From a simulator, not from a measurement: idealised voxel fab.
voxel self aligned contacts: a process module
The cross-section shown here is cut; it is 260 nm wide and divided into square cells measuring 5 nm on a side.
Each cross-section below is a grid of square cells, stated as bands in top-down order, with one or more rows of cells making up each band.
Band entry format. Leading values: height of top, height of bottom, nm. Remainder: materials in left-to-right order, each with its width in nm. Special words: "full width" on a single material, which then fills the band edge to edge; "empty", empty space.
Basically, 0 is our baseline, since under it the wafer straight out of the box is all one material. The bottom band has no lower end and keeps on going down, so it looks like "0 down".
Quick explanation for "30 to 40": the width changes in equal steps down the rows of cells, from the first number in the band's top row to the second number in its bottom row.
Given "no change" for a step, no cell of the cross-section differs between before and after that step.
Basically, "Sealed internal voids" tells you about the enclosed voids: empty spaces with no open way to the top, 8 cells or bigger, each written width x height at distance, where distance is from the left edge, all in nm.
It should be noted that, on the line of a given step, the content following the step's settings is a remark produced by the simulator itself with respect to that step.
overlay nm: on a step with a mask, how far right of its planned place the mask lay; negative means left.

[This section lists the process steps that were planned]
1) RECEIVE with material Si
2) OXIDIZE with depth nm 5
3) DIRECTIONAL_DEP with material polySi, thk nm 25
4) DIRECTIONAL_DEP with material SiN, thk nm 25
5) MASKED_ETCH with tone cover, mask id GATE, width nm 30, pitch nm 75, etch materials SiN, depth nm 25, overlay nm 0
6) MASKED_ETCH with tone cover, mask id GATE, width nm 30, pitch nm 75, etch materials polySi, depth nm 25, overlay nm -15
7) CONFORMAL_DEP with material SiN, thk nm 10
8) DIRECTIONAL_ETCH with etch materials SiN, depth nm 10
9) FILL_DEP with material SiO2, thk nm 15
10) CMP with height nm 60
11) DIRECTIONAL_DEP with material aC, thk nm 10
12) PATTERN with tone open, mask id CONTACT, material resist, width nm 55, pitch nm 75, thk nm 30, overlay nm 0
13) DIRECTIONAL_ETCH with etch materials aC, depth nm 10
14) STRIP with etch materials resist
15) DIRECTIONAL_ETCH with etch materials SiO2, depth nm 65
16) STRIP with etch materials aC
17) CONFORMAL_DEP with material TiN, thk nm 5
18) FILL_DEP with material Ru, thk nm 10
19) CMP with height nm 60
20) CONFORMAL_DEP with material SiCN, thk nm 5
The wafers in this document start out alike and differ in the overlay nm applied at step 6; the plan shows the value used for the first wafer.

[The as-received cross-section of the first of several wafers corresponds to the state after step 1]
    0 down = Si full width
    Sealed internal voids: none

[Depicted here is the first of several wafers in cross-section, at module completion following the last step, step 20]
    65 to 60 = SiCN full width
    60 to 50 = SiO2=65 | TiN=5 to 20 | Ru=45 to 15 | TiN=5 to 20 | SiO2=20 | TiN=5 to 20 | Ru=45 to 15 | TiN=5 to 20 | SiO2=65
    50 to 30 = SiO2=30 | SiN=50 | TiN=5 | Ru=15 | TiN=5 | SiN=50 | TiN=5 | Ru=15 | TiN=5 | SiN=50 | SiO2=30
    30 to 25 = SiO2=30 | SiN=50 | TiN=25 | SiN=50 | TiN=25 | SiN=50 | SiO2=30
    25 to 0 = SiO2=15 | SiN=10 | polySi=45 | SiN=10 | TiN=10 | SiN=10 | polySi=45 | SiN=10 | TiN=10 | SiN=10 | polySi=45 | SiN=10 | SiO2=30
    0 to -5 = SiO2=80 | TiN=10 | SiO2=65 | TiN=10 | SiO2=95
    -5 down = Si full width
    Sealed internal voids: none

[Showing the last wafer in cross-section at the end of the module]
    65 to 60 = SiCN full width
    60 to 50 = SiO2=65 | TiN=5 to 20 | Ru=45 to 15 | TiN=5 to 20 | SiO2=20 | TiN=5 to 20 | Ru=45 to 15 | TiN=5 to 20 | SiO2=65
    50 to 30 = SiO2=30 | SiN=50 | TiN=5 | Ru=15 | TiN=5 | SiN=50 | TiN=5 | Ru=15 | TiN=5 | SiN=50 | SiO2=30
    30 to 25 = SiO2=30 | SiN=50 | TiN=25 | SiN=50 | TiN=25 | SiN=50 | SiO2=30
    25 to 0 = SiO2=30 | SiN=10 | polySi=45 | SiN=10 | TiN=10 | SiN=10 | polySi=45 | SiN=10 | TiN=10 | SiN=10 | polySi=45 | SiN=10 | SiO2=15
    0 to -5 = SiO2=95 | TiN=10 | SiO2=65 | TiN=10 | SiO2=80
    -5 down = Si full width
    Sealed internal voids: none

[Heads up, this table goes wafer by wafer. A row tells you, at the end of the module, how many cells of each material that wafer has put on (+) or dropped (-) since it was received, and then its closed voids]
overlay nm -15 | +48 Ru | -52 Si | +52 SiCN | +210 SiN | +213 SiO2 | +70 TiN | +135 polySi | Sealed internal voids: none
overlay nm -10 | +60 Ru | -52 Si | +52 SiCN | +210 SiN | +216 SiO2 | +70 TiN | +120 polySi | Sealed internal voids: none
overlay nm -5 | +72 Ru | -52 Si | +52 SiCN | +210 SiN | +219 SiO2 | +70 TiN | +105 polySi | Sealed internal voids: none
overlay nm 0 | +84 Ru | -52 Si | +52 SiCN | +210 SiN | +222 SiO2 | +70 TiN | +90 polySi | Sealed internal voids: none
overlay nm 5 | +72 Ru | -52 Si | +52 SiCN | +210 SiN | +219 SiO2 | +70 TiN | +105 polySi | Sealed internal voids: none
overlay nm 10 | +60 Ru | -52 Si | +52 SiCN | +210 SiN | +216 SiO2 | +70 TiN | +120 polySi | Sealed internal voids: none
overlay nm 15 | +48 Ru | -52 Si | +52 SiCN | +210 SiN | +213 SiO2 | +70 TiN | +135 polySi | Sealed internal voids: none
